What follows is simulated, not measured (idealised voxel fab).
This is a process module. Its name is voxel tone inversion.
cross-section cut | 190 nm wide | cells 5 nm
Square cells in a grid make up a cross-section in this document, and the grid is given as bands, listed from the top down, each one or more rows of cells. Band entry format. Leading values: height of top, height of bottom, nm. Remainder: materials in left-to-right order, each with its width in nm. Special words: "full width" on a single material, which then fills the band edge to edge; "blank", empty space. For the purposes of this specification, 0 denotes the height below which the wafer in its as-received condition is composed wholly of one material, and the lowermost band, lacking a lower limit, extends downward without end, as expressed in "0 -> down". The two numbers in a width such as "30 to 40" mark its ends across the band: the first belongs to the top row of cells, the second to the bottom row, and from each row to the next the width moves by the same amount. When a step is marked "no change", none of the cells in the cross-section changed during that step. Unvented internal voids: empty space of 8 cells or more with no open way to the top, each as width x height at its distance from the left edge, in nm. Formally, on a step line, whatever follows the settings is a remark that the simulator itself makes on the step. overlay nm: mask right of planned place by this much (step with mask). Neg. = left.
HERE'S WHAT THE PLANNED PROCESS STEPS LOOK LIKE
1,RECEIVE (material Si)
2,CONFORMAL_DEP (material SiN; thk nm 10)
3,DIRECTIONAL_DEP (material polySi; thk nm 25)
4,PATTERN (tone cover; mask id POSTS; material resist; width nm 15; pitch nm 30; thk nm 30; overlay nm -15)
5,DIRECTIONAL_ETCH (etch materials polySi; depth nm 25)
6,STRIP (etch materials resist)
7,FILL_DEP (material SiO2; thk nm 10)
8,CMP (height nm 35)
9,STRIP (etch materials polySi)
10,CONFORMAL_DEP (material TiN; thk nm 5)
11,FILL_DEP (material W; thk nm 5)
12,CMP (height nm 35)
13,CONFORMAL_DEP (material SiN; thk nm 5)
Every wafer here starts from the same state; it is the step 4 overlay nm that distinguishes them, and the value the plan gives belongs to the first wafer.
FIRST OF SEVERAL WAFERS, RECEIVED AFTER STEP 1, IN CROSS-SECTION
	0 -> down  Si full width
	Unvented internal voids: none
THE ROWS OF THE TABLE BELOW ARE WAFERS. LOOKING AT THE END OF THE MODULE, A ROW COUNTS, FOR EVERY MATERIAL, THE CELLS THE WAFER HAS GAINED, SHOWN AS (+), OR LOST, SHOWN AS (-), SINCE IT WAS RECEIVED; ITS CLOSED VOIDS COME NEXT
overlay nm -15, +114 SiN, +145 SiO2, +33 TiN, +12 W, Unvented internal voids: none
overlay nm -10, +114 SiN, +145 SiO2, +33 TiN, +12 W, Unvented internal voids: none
overlay nm -5, +114 SiN, +145 SiO2, +33 TiN, +12 W, Unvented internal voids: none
overlay nm 0, +114 SiN, +145 SiO2, +33 TiN, +12 W, Unvented internal voids: none
overlay nm 5, +114 SiN, +145 SiO2, +33 TiN, +12 W, Unvented internal voids: none
overlay nm 10, +114 SiN, +145 SiO2, +33 TiN, +12 W, Unvented internal voids: none
overlay nm 15, +114 SiN, +145 SiO2, +33 TiN, +12 W, Unvented internal voids: none
